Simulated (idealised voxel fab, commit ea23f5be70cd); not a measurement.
Documented hereafter: the process module known as voxel self aligned vias.
This is section cut - it's 260 nm across, gridded in 5 nm square cells.
Cross-section, as written here: a square-cell grid given band by band from the top down, where a band holds one or more rows of cells.
Quick guide to a band line: top height, bottom height (nm) up front; then every material left to right with its width in nm. Only one material and it's marked "all across"? Then it fills the band edge to edge. And "air" just means empty space.
Height datum 0, below which the as-received substrate wafer is one material. Lowest band open at the bottom, running downward: "top 0, no bottom".
Quick explanation for "30->40": the width changes in equal steps down the rows of cells, from the first number in the band's top row to the second number in its bottom row.
Where a step carries "nothing different", the cross-section came out of it unchanged, cell for cell.
The list in "Closed cavities" covers empty spaces of 8 cells or more that cannot reach the top through any open way, and it gives each as width x height at distance; the distance is from the left edge, and width, height and distance are in nm.
On a step's line, text after the settings is the simulator commenting on that step.
A step line may carry the setting "overlay nm", which, for steps involving a mask, states the distance by which the mask lay to the right of its intended position; negative values denote displacement to the left.
**Planned step list for the process**
- 1: RECEIVE [material Si]
- 2: CONFORMAL_DEP [material SiO2] [thk nm 15]
- 3: CONFORMAL_DEP [material SiCN] [thk nm 5]
- 4: DIRECTIONAL_DEP [material lowk] [thk nm 20]
- 5: PATTERN [tone open] [mask id LINES] [material resist] [width nm 20] [pitch nm 60] [thk nm 15] [overlay nm 0]
- 6: DIRECTIONAL_ETCH [etch materials lowk] [depth nm 20]
- 7: STRIP [etch materials resist]
- 8: CONFORMAL_DEP [material TiN] [thk nm 5]
- 9: FILL_DEP [material Ru] [thk nm 10]
- 10: CMP [height nm 40]
- 11: SELECTIVE_ETCH [etch materials W Ru TiN] [depth nm 10]
- 12: FILL_DEP [material SiN] [thk nm 5]
- 13: CMP [height nm 40]
- 14: DIRECTIONAL_DEP [material lowk] [thk nm 20]
- 15: MASKED_ETCH [tone open] [mask id VIAS] [width nm 40] [etch materials lowk] [depth nm 20] [overlay nm 0]
- 16: MASKED_ETCH [tone open] [mask id VIAS] [width nm 40] [etch materials SiN] [depth nm 10] [overlay nm 0]
- 17: CONFORMAL_DEP [material TiN] [thk nm 5]
- 18: FILL_DEP [material Cu] [thk nm 10]
- 19: CMP [height nm 60]
- 20: CONFORMAL_DEP [material SiCN] [thk nm 5]
**Cross-section of the wafer upon arrival, representing the state reached after step 1**
top 0, no bottom | Si all across
Closed cavities: none
**a wafer at the end: this start, this plan, one mistake**
top 65, bottom 60 | SiCN all across
top 60, bottom 45 | lowk 85, then TiN 5, then Cu 30, then TiN 5, then lowk 135
top 45, bottom 40 | lowk 85, then TiN 10, then Cu 10, then TiN 20, then lowk 135
top 40, bottom 35 | lowk 90, then TiN 5, then Cu 10, then TiN 5, then lowk 40, then SiN 20, then lowk 90
top 35, bottom 30 | lowk 90, then TiN 20, then lowk 40, then SiN 20, then lowk 90
top 30, bottom 25 | lowk 90, then TiN 5, then Ru 10, then TiN 5, then lowk 40, then TiN 5, then Ru 10, then TiN 5, then lowk 90
top 25, bottom 20 | lowk 90, then TiN 20, then lowk 40, then TiN 20, then lowk 90
top 20, bottom 15 | SiCN all across
top 15, bottom 0 | SiO2 all across
top 0, no bottom | Si all across
Closed cavities: none
Short version of what went wrong: the process deviated at step 15: the operation and settings actually run there were MASKED_ETCH [tone open] [mask id VIAS] [width nm 40] [etch materials lowk] [depth nm 20] [overlay nm 5]
